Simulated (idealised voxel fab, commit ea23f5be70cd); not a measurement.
process module | voxel self aligned vias
cross-section cut | 175 nm wide | cells 5 nm
A cross-section is a grid of square cells, given in bands from the top down. A band is one or more rows of cells.
Each band's line starts with the height of the band's top and of its bottom, in nm. Then come its materials from left to right, each with its width in nm. One material with "throughout" fills the band from edge to edge. "air" is empty space.
Height 0 is the level under which the wafer as received is all one material. The lowest band goes on downwards, as in "0 down".
A width such as "30 to 40" changes by the same amount from each row of cells to the next, from the band's top row to its bottom row.
"no change" after a step means that no cell of the cross-section changed.
closed voids: empty space of 8 cells or more with no open way to the top, each as width x height at its distance from the left edge, in nm
after a step's settings: what the simulator itself notes on the step
overlay nm, on a step with a mask: how far to the right of its planned place the mask lay; to the left if negative
plan
1 op RECEIVE | material Si
2 op CONFORMAL_DEP | material SiO2 | thk nm 15
3 op CONFORMAL_DEP | material SiCN | thk nm 5
4 op DIRECTIONAL_DEP | material SiO2 | thk nm 20
5 op DIRECTIONAL_DEP | material aC | thk nm 15
6 op PATTERN | tone open | mask id LINES | material resist | width nm 30 | pitch nm 70 | thk nm 35 | overlay nm 0
7 op DIRECTIONAL_ETCH | etch materials aC | depth nm 15
8 op STRIP | etch materials resist
9 op DIRECTIONAL_ETCH | etch materials SiO2 | depth nm 20
10 op STRIP | etch materials aC
11 op CONFORMAL_DEP | material TiN | thk nm 5
12 op FILL_DEP | material Ru | thk nm 10
13 op CMP | height nm 40
14 op SELECTIVE_ETCH | etch materials W Ru TiN | depth nm 10
15 op FILL_DEP | material SiN | thk nm 5
16 op CMP | height nm 40
17 op DIRECTIONAL_DEP | material SiO2 | thk nm 15
18 op DIRECTIONAL_DEP | material aC | thk nm 10
19 op PATTERN | tone open | mask id VIAS | material resist | width nm 50 | thk nm 30 | overlay nm 0
20 op DIRECTIONAL_ETCH | etch materials aC | depth nm 10
21 op STRIP | etch materials resist
22 op DIRECTIONAL_ETCH | etch materials SiO2 | depth nm 15
23 op DIRECTIONAL_ETCH | etch materials SiN | depth nm 10
24 op STRIP | etch materials aC
25 op CONFORMAL_DEP | material TiN | thk nm 5
26 op FILL_DEP | material W | thk nm 10
27 op CMP | height nm 55
28 op CONFORMAL_DEP | material SiN | thk nm 5
as received, after step 1
  0 down: Si throughout
  closed voids: none
first wafer at the end, as planned
  60 to 55: SiN throughout
  55 to 45: SiO2 25 | TiN 5 | W 40 | TiN 5 | SiO2 100
  45 to 40: SiO2 25 | TiN 15 | W 20 | TiN 15 | SiO2 100
  40 to 35: SiO2 35 | TiN 5 | W 20 | TiN 5 | SiO2 40 | SiN 30 | SiO2 40
  35 to 30: SiO2 35 | TiN 30 | SiO2 40 | SiN 30 | SiO2 40
  30 to 25: SiO2 35 | TiN 5 | Ru 20 | TiN 5 | SiO2 40 | TiN 5 | Ru 20 | TiN 5 | SiO2 40
  25 to 20: SiO2 35 | TiN 30 | SiO2 40 | TiN 30 | SiO2 40
  20 to 15: SiCN throughout
  15 to 0: SiO2 throughout
  0 down: Si throughout
  closed voids: none
second wafer at the end: like start, like plan, one mistake
  60 to 55: SiCN throughout
  55 to 45: SiO2 25 | TiN 5 | W 40 | TiN 5 | SiO2 100
  45 to 40: SiO2 25 | TiN 15 | W 20 | TiN 15 | SiO2 100
  40 to 35: SiO2 35 | TiN 5 | W 20 | TiN 5 | SiO2 40 | SiN 30 | SiO2 40
  35 to 30: SiO2 35 | TiN 30 | SiO2 40 | SiN 30 | SiO2 40
  30 to 25: SiO2 35 | TiN 5 | Ru 20 | TiN 5 | SiO2 40 | TiN 5 | Ru 20 | TiN 5 | SiO2 40
  25 to 20: SiO2 35 | TiN 30 | SiO2 40 | TiN 30 | SiO2 40
  20 to 15: SiCN throughout
  15 to 0: SiO2 throughout
  0 down: Si throughout
  closed voids: none
what went wrong: step 28 ran as: op CONFORMAL_DEP | material SiCN | thk nm 5
at the end the second wafer has, in cells: 35 more of SiCN | 35 fewer of SiN
